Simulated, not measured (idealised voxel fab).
process module | voxel capacitor over wiring
The cross-section shown here is cut; it is 180 nm wide and divided into square cells measuring 5 nm on a side.
Reading order for cross-sections: top band down to bottom band. Underlying form: a grid of square cells. Band size: one or more rows of cells.
Within each band entry, the heights of the top and of the bottom of the band appear first, in that order and in nm; the materials of the band then follow from left to right, each with its corresponding width in nm. The designation "all across" on a single material indicates that it fills the band from edge to edge; the designation "air" indicates empty space.
A quick word on heights: they are counted from 0, and under that level the wafer as it came to us is one material throughout. The lowest band is different from the rest in having no bottom; it simply continues downward, written as in "top 0, no bottom".
When a width is written as two numbers, as in "30..40", the first number is the width in the top row of cells of the band and the second is the width in its bottom row, and the width changes by the same amount from each row to the next.
It should be understood that the words "no modification", when stated for a given step, signify that the cross-section underwent no change in any of its cells during that step.
Enclosed voids (no open way to top), threshold 8 cells or more, entry "Voids, enclosed", notation width x height at distance, distance from left edge, nm.
It should be noted that, on the line of a given step, the content following the step's settings is a remark produced by the simulator itself with respect to that step.
"overlay nm" denotes, for a step that has a mask, the displacement of the mask to the right of its planned place, with negative values corresponding to the left.

THIS SECTION LISTS THE PROCESS STEPS THAT WERE PLANNED
| 1 | RECEIVE, material Si |
| 2 | CONFORMAL_DEP, material SiO2, thk nm 10 |
| 3 | CONFORMAL_DEP, material SiCN, thk nm 5 |
| 4 | DIRECTIONAL_DEP, material lowk, thk nm 20 |
| 5 | MASKED_ETCH, tone open, mask id METAL_1, width nm 25, pitch nm 95, etch materials lowk, depth nm 20, overlay nm 0 |
| 6 | MASKED_ETCH, tone open, mask id METAL_1, width nm 25, pitch nm 95, etch materials SiCN, depth nm 5, overlay nm 0 |
| 7 | CONFORMAL_DEP, material TiN, thk nm 5 |
| 8 | FILL_DEP, material Cu, thk nm 5 |
| 9 | CMP, height nm 35 |
| 10 | CONFORMAL_DEP, material SiCN, thk nm 5 |
| 11 | DIRECTIONAL_DEP, material SiO2, thk nm 20 |
| 12 | MASKED_ETCH, tone open, mask id PLUG_1, width nm 15, etch materials SiO2, depth nm 20, overlay nm 0 |
| 13 | MASKED_ETCH, tone open, mask id PLUG_1, width nm 15, etch materials SiCN, depth nm 5, overlay nm 0 |
| 14 | CONFORMAL_DEP, material TiN, thk nm 5 |
| 15 | FILL_DEP, material W, thk nm 10 |
| 16 | CMP, height nm 60 |
| 17 | DIRECTIONAL_DEP, material TiN, thk nm 10 |
| 18 | DIRECTIONAL_DEP, material SiN, thk nm 5 |
| 19 | DIRECTIONAL_DEP, material TiN, thk nm 5 |
| 20 | DIRECTIONAL_DEP, material aC, thk nm 15 |
| 21 | PATTERN, tone cover, mask id UPPER_PLATE, material resist, width nm 75, thk nm 30, overlay nm 0 |
| 22 | DIRECTIONAL_ETCH, etch materials aC, depth nm 15 |
| 23 | STRIP, etch materials resist |
| 24 | DIRECTIONAL_ETCH, etch materials TiN, depth nm 5 |
| 25 | DIRECTIONAL_ETCH, etch materials SiN, depth nm 5 |
| 26 | STRIP, etch materials aC |
| 27 | PATTERN, tone cover, mask id LOWER_PLATE, material resist, width nm 85, thk nm 15, overlay nm 0 |
| 28 | DIRECTIONAL_ETCH, etch materials TiN, depth nm 10 |
| 29 | STRIP, etch materials resist |
| 30 | FILL_DEP, material SiO2, thk nm 15 |
| 31 | CMP, height nm 90 |
| 32 | DIRECTIONAL_DEP, material aC, thk nm 15 |
| 33 | PATTERN, tone open, mask id PLUG_2, material resist, width nm 15, thk nm 35, overlay nm 0 |
| 34 | DIRECTIONAL_ETCH, etch materials aC, depth nm 15 |
| 35 | STRIP, etch materials resist |
| 36 | DIRECTIONAL_ETCH, etch materials SiO2, depth nm 10 |
| 37 | STRIP, etch materials aC |
| 38 | CONFORMAL_DEP, material TiN, thk nm 5 |
| 39 | FILL_DEP, material W, thk nm 10 |
| 40 | CMP, height nm 90 |
| 41 | CONFORMAL_DEP, material SiCN, thk nm 5 |

SHOWN IN CROSS-SECTION IS THE WAFER AS RECEIVED, THAT IS, AS IT STANDS AFTER STEP 1
- top 0, no bottom: Si all across
- Voids, enclosed: none

END-OF-MODULE CROSS-SECTION OF THE FIRST OF TWO WAFERS, PROCESSED AS PLANNED
- top 95, bottom 90: SiCN all across
- top 90, bottom 85: SiO2=50 | TiN=5 | W=5 | TiN=5 | SiO2=115
- top 85, bottom 75: SiO2=50..40 | TiN=15..75 | SiO2=115..65
- top 75, bottom 70: SiO2=40 | SiN=75 | SiO2=65
- top 70, bottom 60: SiO2=35 | TiN=85 | SiO2=60
- top 60, bottom 40: SiO2=40 | TiN=5 | W=5 | TiN=5 | SiO2=125
- top 40, bottom 35: SiCN=40 | TiN=15 | SiCN=125
- top 35, bottom 15: lowk=30 | TiN=5 | Cu=15 | TiN=5 | lowk=70 | TiN=5 | Cu=15 | TiN=5 | lowk=30
- top 15, bottom 10: SiCN=30 | TiN=25 | SiCN=70 | TiN=25 | SiCN=30
- top 10, bottom 0: SiO2 all across
- top 0, no bottom: Si all across
- Voids, enclosed: none

SAME START, SAME PLAN AS THE FIRST WAFER - BUT ONE MISTAKE IN THE RUN. CROSS-SECTION OF THE SECOND OF THE TWO AT THE END OF THE MODULE
- top 95, bottom 90: SiCN all across
- top 90, bottom 85: SiO2=50 | TiN=5 | W=5 | TiN=5 | SiO2=115
- top 85, bottom 75: SiO2=50..40 | TiN=15..75 | SiO2=115..65
- top 75, bottom 70: SiO2=40 | SiN=75 | SiO2=65
- top 70, bottom 60: SiO2=35 | TiN=85 | SiO2=60
- top 60, bottom 45: W=35 | TiN=5 | SiO2=15 | TiN=5 | W=120
- top 45, bottom 40: TiN=40 | SiO2=15 | TiN=125
- top 40, bottom 35: SiCN all across
- top 35, bottom 15: lowk=30 | TiN=5 | Cu=15 | TiN=5 | lowk=70 | TiN=5 | Cu=15 | TiN=5 | lowk=30
- top 15, bottom 10: SiCN=30 | TiN=25 | SiCN=70 | TiN=25 | SiCN=30
- top 10, bottom 0: SiO2 all across
- top 0, no bottom: Si all across
- Voids, enclosed: none
Processing error: step 12 ran differently from the plan; actual operation with settings: MASKED_ETCH, tone cover, mask id PLUG_1, width nm 15, etch materials SiO2, depth nm 20, overlay nm 0
Heads up, by the end the second wafer has more or fewer cells of some materials compared to the first: SiCN +3; SiO2 -120; TiN +28; W +89
